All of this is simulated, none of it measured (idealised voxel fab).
The process module presented herein is designated voxel double patterning.
We display cut, a cross-section 210 nm in width whose square cells are each 5 nm.
A cross-section is a grid of square cells, given in bands from the top down. A band is one or more rows of cells.
Top height, bottom height, nm. Materials left to right, width each, nm. Single material + "throughout" = fills band edge to edge. "blank" = empty.
Counting heights begins at 0, where everything beneath is, in the wafer as received, one material. The lowest band has no bottom; it goes on downwards, as "from 0 down" shows.
Width "30 to 40": first value at the band's top row of cells, second value at its bottom row, equal change from row to row.
For the purposes of this document, the phrase "no change occurred" attached to a step denotes that no cell within the cross-section was modified by that step.
"Fully sealed cavities" contains a list of empty spaces, each no smaller than 8 cells and without an open way to the top, written in the form width x height at distance with the distance from the left edge and all three in nm.
Whatever follows a step's settings on its line is a remark the simulator itself makes about that step.
A step's line can hold "overlay nm"; with a mask on that step, the setting says how far right of the planned place the mask lay, while a negative setting says it lay to the left.
-- Listed below are the process steps as planned
1. RECEIVE | material Si
2. CONFORMAL_DEP | material SiO2 | thk nm 5
3. DIRECTIONAL_DEP | material W | thk nm 20
4. DIRECTIONAL_DEP | material SiN | thk nm 10
5. DIRECTIONAL_DEP | material aC | thk nm 10
6. PATTERN | tone open | mask id FIRST | material resist | width nm 15 | pitch nm 50 | thk nm 30 | overlay nm 0
7. DIRECTIONAL_ETCH | etch materials aC | depth nm 10
8. STRIP | etch materials resist
9. DIRECTIONAL_ETCH | etch materials SiN | depth nm 10
10. STRIP | etch materials aC
11. DIRECTIONAL_DEP | material aC | thk nm 15
12. PATTERN | tone open | mask id SECOND | material resist | width nm 15 | thk nm 35 | overlay nm 0
13. DIRECTIONAL_ETCH | etch materials aC | depth nm 15
14. STRIP | etch materials resist
15. DIRECTIONAL_ETCH | etch materials SiN | depth nm 10
16. STRIP | etch materials aC
17. DIRECTIONAL_ETCH | etch materials W | depth nm 20
18. STRIP | etch materials SiN
Keep in mind the plan's value for the width nm of step 12 comes from the first wafer; the wafers don't share that setting, but they do share the same starting point.
-- Received wafers, first of several: cross-section after step 1
    from 0 down: Si throughout
    Fully sealed cavities: none
-- Here is how to read the rows: every wafer has a row, and it shows the wafer at the end of the module, giving for each material how many cells were gained (+) or lost (-) since the wafer was received, then listing its closed voids
width nm 15 | +42 SiO2 | +132 W | Fully sealed cavities: none
width nm 20 | +42 SiO2 | +128 W | Fully sealed cavities: none
width nm 25 | +42 SiO2 | +124 W | Fully sealed cavities: none
width nm 30 | +42 SiO2 | +120 W | Fully sealed cavities: none
